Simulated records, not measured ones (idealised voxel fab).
A process module follows: voxel self aligned contacts.
This is section cut - it's 255 nm across, gridded in 5 nm square cells.
Think of the cross-section as a grid of square cells. We describe it in bands, top to bottom, and each band covers one or more rows of those cells.
Within each band entry, the heights of the top and of the bottom of the band appear first, in that order and in nm; the materials of the band then follow from left to right, each with its corresponding width in nm. The designation "all across" on a single material indicates that it fills the band from edge to edge; the designation "blank" indicates empty space.
Ref level 0: as-received wafer is one material below here. Bottom band extends down with no lower bound ("z 0 and below").
Width: "30 to 40" (first number = top row, second number = bottom row, same change from row to row of cells).
Key: "everything unchanged" - step with no changed cell in the cross-section.
In "Enclosed internal cavities" the enclosed voids are listed, meaning empty spaces of 8 cells or larger without any opening to the top. The form is width x height at distance, distance from the left edge, units nm.
Formally, on a step line, whatever follows the settings is a remark that the simulator itself makes on the step.
When a step includes a mask, the "overlay nm" setting on its line states how far to the right of its planned place that mask lay, and negative values state how far to the left.

Process steps (planned)
- 1: RECEIVE with material Si
- 2: CONFORMAL_DEP with material SiO2, thk nm 5
- 3: DIRECTIONAL_DEP with material polySi, thk nm 30
- 4: DIRECTIONAL_DEP with material SiN, thk nm 25
- 5: DIRECTIONAL_DEP with material aC, thk nm 15
- 6: PATTERN with tone cover, mask id GATE, material resist, width nm 35, pitch nm 75, thk nm 35, overlay nm 0
- 7: DIRECTIONAL_ETCH with etch materials aC, depth nm 15
- 8: STRIP with etch materials resist
- 9: DIRECTIONAL_ETCH with etch materials SiN, depth nm 25
- 10: DIRECTIONAL_ETCH with etch materials polySi, depth nm 30
- 11: STRIP with etch materials aC
- 12: CONFORMAL_DEP with material SiN, thk nm 10
- 13: DIRECTIONAL_ETCH with etch materials SiN, depth nm 10
- 14: FILL_DEP with material SiO2, thk nm 15
- 15: CMP with height nm 70
- 16: MASKED_ETCH with tone open, mask id CONTACT, width nm 60, etch materials SiO2, depth nm 70, overlay nm 0
- 17: CONFORMAL_DEP with material TiN, thk nm 5
- 18: FILL_DEP with material W, thk nm 10
- 19: CMP with height nm 70
- 20: CONFORMAL_DEP with material SiN, thk nm 5
It is noted that the wafers described herein are identical at the outset and are distinguished by the thk nm of step 2; the value stated in the plan corresponds to the first wafer.

Cross-sectional view of the first of several wafers in the as-received condition, corresponding to the state following step 1
* z 0 and below: Si all across
* Enclosed internal cavities: none

The cross-section of the first of several wafers is given below for the end of the module, after its final step, step 20
* z 75 to 70: SiN all across
* z 70 to 60: 95 SiO2; 5 to 25 TiN; 50 to 10 W; 5 to 25 TiN; 100 SiO2
* z 60 to 35: 60 SiO2; 55 SiN; 5 TiN; 10 W; 5 TiN; 55 SiN; 65 SiO2
* z 35 to 5: 60 SiO2; 10 SiN; 35 polySi; 10 SiN; 5 TiN; 10 W; 5 TiN; 10 SiN; 35 polySi; 10 SiN; 65 SiO2
* z 5 to 0: 115 SiO2; 20 TiN; 120 SiO2
* z 0 and below: Si all across
* Enclosed internal cavities: none

last wafer at the end
* z 75 to 70: SiN all across
* z 70 to 50: 60 SiO2; 55 SiN; 5 TiN; 10 W; 5 TiN; 55 SiN; 65 SiO2
* z 50 to 20: 60 SiO2; 10 SiN; 35 polySi; 10 SiN; 5 TiN; 10 W; 5 TiN; 10 SiN; 35 polySi; 10 SiN; 65 SiO2
* z 20 to 5: 115 SiO2; 5 TiN; 10 W; 5 TiN; 120 SiO2
* z 5 to 0: 115 SiO2; 20 TiN; 120 SiO2
* z 0 and below: Si all across
* Enclosed internal cavities: none

Below is a per-wafer table. In it, each row describes the wafer at the end of the module by giving, for each material, the number of cells gained (+) or lost (-) since the wafer was received, and after that the closed voids of the wafer
thk nm 5, +209 SiN, +400 SiO2, +38 TiN, +34 W, +84 polySi, Enclosed internal cavities: none
thk nm 10, +209 SiN, +408 SiO2, +38 TiN, +26 W, +84 polySi, Enclosed internal cavities: none
thk nm 15, +209 SiN, +416 SiO2, +30 TiN, +26 W, +84 polySi, Enclosed internal cavities: none
thk nm 20, +187 SiN, +438 SiO2, +30 TiN, +26 W, +84 polySi, Enclosed internal cavities: none
